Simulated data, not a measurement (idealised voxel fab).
process module | voxel double patterning
cross-section cut | 260 nm wide | cells 5 nm
A cross-section is a grid of square cells, given in bands from the top down. A band is one or more rows of cells.
Each band's line starts with the height of the band's top and of its bottom, in nm. Then come its materials from left to right, each with its width in nm. One material with "throughout" fills the band from edge to edge. "air" is empty space.
Height 0 is the level under which the wafer as received is all one material. The lowest band goes on downwards, as in "0 down".
A width such as "30 to 40" changes by the same amount from each row of cells to the next, from the band's top row to its bottom row.
"no change" after a step means that no cell of the cross-section changed.
closed voids: empty space of 8 cells or more with no open way to the top, each as width x height at its distance from the left edge, in nm
after a step's settings: what the simulator itself notes on the step
overlay nm, on a step with a mask: how far to the right of its planned place the mask lay; to the left if negative
plan
1 op RECEIVE | material Si
2 op CONFORMAL_DEP | material SiN | thk nm 5
3 op DIRECTIONAL_DEP | material SiO2 | thk nm 15
4 op DIRECTIONAL_DEP | material SiCN | thk nm 10
5 op MASKED_ETCH | tone open | mask id FIRST | width nm 15 | pitch nm 50 | etch materials SiCN | depth nm 10 | overlay nm 0
6 op DIRECTIONAL_DEP | material aC | thk nm 15
7 op PATTERN | tone open | mask id SECOND | material resist | width nm 15 | pitch nm 50 | thk nm 35 | overlay nm 0
8 op DIRECTIONAL_ETCH | etch materials aC | depth nm 15
9 op STRIP | etch materials resist
10 op DIRECTIONAL_ETCH | etch materials SiCN | depth nm 10
11 op STRIP | etch materials aC
12 op DIRECTIONAL_ETCH | etch materials SiO2 | depth nm 15
13 op STRIP | etch materials SiCN
as received, after step 1
  0 down: Si throughout
  closed voids: none
first wafer at the end, as planned
  20 to 5: SiO2 70 | air 15 | SiO2 10 | air 15 | SiO2 10 | air 15 | SiO2 10 | air 15 | SiO2 10 | air 15 | SiO2 75
  5 to 0: SiN throughout
  0 down: Si throughout
  closed voids: none
second wafer at the end: like start, like plan, one mistake
  20 to 5: SiO2 70 | air 30 | SiO2 20 | air 30 | SiO2 20 | air 15 | SiO2 75
  5 to 0: SiN throughout
  0 down: Si throughout
  closed voids: none
what went wrong: step 7 ran as: op PATTERN | tone open | mask id SECOND | material resist | width nm 15 | pitch nm 50 | thk nm 35 | overlay nm -10
at the end the second wafer has, in cells: as many of each material as the first, in other places
